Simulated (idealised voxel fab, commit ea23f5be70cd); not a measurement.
process module | voxel gate over fins
cross-section cut | 300 nm wide | cells 5 nm
A cross-section is a grid of square cells, given in bands from the top down. A band is one or more rows of cells.
Each band's line starts with the height of the band's top and of its bottom, in nm. Then come its materials from left to right, each with its width in nm. One material with "throughout" fills the band from edge to edge. "air" is empty space.
Height 0 is the level under which the wafer as received is all one material. The lowest band goes on downwards, as in "0 down".
A width such as "30 to 40" changes by the same amount from each row of cells to the next, from the band's top row to its bottom row.
"no change" after a step means that no cell of the cross-section changed.
closed voids: empty space of 8 cells or more with no open way to the top, each as width x height at its distance from the left edge, in nm
after a step's settings: what the simulator itself notes on the step
overlay nm, on a step with a mask: how far to the right of its planned place the mask lay; to the left if negative
plan
1 op RECEIVE | material Si
2 op CONFORMAL_DEP | material SiN | thk nm 10
3 op PATTERN | tone cover | mask id FINS | material resist | width nm 15 | pitch nm 40 | thk nm 15 | overlay nm 0
4 op DIRECTIONAL_ETCH | etch materials SiN | depth nm 10
5 op DIRECTIONAL_ETCH | etch materials Si | depth nm 30
6 op STRIP | etch materials resist
7 op OXIDIZE | depth nm 5
8 op FILL_DEP | material SiO2 | thk nm 15
9 op CMP | height nm 10
10 op SELECTIVE_ETCH | etch materials SiO2 | depth nm 20
11 op STRIP | etch materials SiN
12 op CONFORMAL_DEP | material HfO2 | thk nm 5
13 op CONFORMAL_DEP | material TiN | thk nm 5
14 op CONFORMAL_DEP | material TiAl | thk nm 5
15 op CONFORMAL_DEP | material TiN | thk nm 5
16 op FILL_DEP | material W | thk nm 10
17 op CMP | height nm 25
18 op CONFORMAL_DEP | material SiN | thk nm 10
as received, after step 1
  0 down: Si throughout
  closed voids: none
first wafer at the end, as planned
  35 to 25: SiN throughout
  25 to 20: W throughout
  20 to 15: W 105 | TiN 85 | W 110
  15 to 10: W 105 | TiN 5 | TiAl 35 | TiN 5 | TiAl 35 | TiN 5 | W 110
  10 to 5: TiN 110 | TiAl 5 | TiN 25 | TiAl 5 | TiN 5 | TiAl 5 | TiN 25 | TiAl 5 | TiN 115
  5 to 0: TiAl 115 | TiN 5 | HfO2 15 | TiN 5 | TiAl 15 | TiN 5 | HfO2 15 | TiN 5 | TiAl 120
  0 to -5: TiN 120 | HfO2 5 | Si 5 | HfO2 5 | TiN 25 | HfO2 5 | Si 5 | HfO2 5 | TiN 125
  -5 to -10: HfO2 125 | Si 5 | HfO2 35 | Si 5 | HfO2 130
  -10 to -35: SiO2 125 | Si 5 | SiO2 35 | Si 5 | SiO2 130
  -35 down: Si throughout
  closed voids: none
second wafer at the end: like start, like plan, one mistake
  35 to 25: SiN throughout
  25 to 20: TiAl throughout
  20 to 15: TiN throughout
  15 to 5: HfO2 125 | TiN 5 | HfO2 35 | TiN 5 | HfO2 130
  5 to 0: HfO2 throughout
  0 to -30: HfO2 120 | SiO2 5 | Si 5 | SiO2 5 | HfO2 25 | SiO2 5 | Si 5 | SiO2 5 | HfO2 125
  -30 to -35: SiO2 125 | Si 5 | SiO2 35 | Si 5 | SiO2 130
  -35 down: Si throughout
  closed voids: none
what went wrong: step 8 ran as: op FILL_DEP | material HfO2 | thk nm 15
at the end the second wafer has, in cells: 432 more of HfO2 | 208 fewer of SiO2 | 8 fewer of TiAl | 70 fewer of TiN | 146 fewer of W
